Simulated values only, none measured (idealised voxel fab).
Process module in this document: voxel released beams
Pictured: cross-section cut, 275 nm wide, on a grid of 5 nm square cells.
A cross-section in this document is a grid of square cells, and it is written down as bands, the top band listed before the ones below it; a band is made up of one or more rows of cells.
Top height, bottom height, nm. Materials left to right, width each, nm. Single material + "full width" = fills band edge to edge. "air" = empty.
Measure heights from 0. That's the level where, below it, the as-received wafer is all one material. The lowest band is bottomless and extends downward; write it as in "from 0 down".
The width entry "30 to 40" should be interpreted row by row: the top row of cells in the band takes the first number, the bottom row takes the second number, and the change between adjacent rows is uniform throughout.
"same as before" (step): cross-section cells unchanged, all of them.
Voids not open to the top, 8 cells minimum: see "Enclosed empty spaces". Written width x height at distance; distance is from the left edge; nm.
Whatever follows a step's settings on its line is a remark the simulator itself makes about that step.
overlay nm: on a step with a mask, how far right of its planned place the mask lay; negative means left.

[Steps planned for the process]
- 1: RECEIVE,material Si
- 2: CONFORMAL_DEP,material Al2O3,thk nm 5
- 3: DIRECTIONAL_DEP,material SiO2,thk nm 10
- 4: DIRECTIONAL_DEP,material aC,thk nm 15
- 5: PATTERN,tone open,mask id ANCHOR,material resist,width nm 45,thk nm 35,overlay nm 0
- 6: DIRECTIONAL_ETCH,etch materials aC,depth nm 15
- 7: STRIP,etch materials resist
- 8: DIRECTIONAL_ETCH,etch materials SiO2,depth nm 10
- 9: STRIP,etch materials aC
- 10: CONFORMAL_DEP,material polySi,thk nm 15
- 11: PATTERN,tone cover,mask id BEAM,material resist,width nm 95,thk nm 20,overlay nm 0
- 12: DIRECTIONAL_ETCH,etch materials polySi,depth nm 15
- 13: STRIP,etch materials resist
- 14: STRIP,etch materials SiO2

[as received, after step 1]
from 0 down: Si full width
Enclosed empty spaces: none

[Cross-section, first of two wafers, end of module, run as planned]
from 30 to 20: air 85  polySi 20  air 15  polySi 60  air 95
from 20 to 15: air 85  polySi 95  air 95
from 15 to 5: air 90  polySi 45  air 140
from 5 to 0: Al2O3 full width
from 0 down: Si full width
Enclosed empty spaces: none

[Wafer two (of two), end-of-module cross-section: start = wafer one, plan = wafer one, one run mistake]
from 30 to 15: air 85  polySi 95  air 95
from 15 to 10: Al2O3 full width
from 10 to 0: SiO2 full width
from 0 down: Si full width
Enclosed empty spaces: none
Which mistake was made when the wafer was run? steps 2 and 3 run out of order (swapped)
The closing comparison, in cells, has the second wafer with more or fewer of some materials than the first: +110 SiO2 | -12 polySi
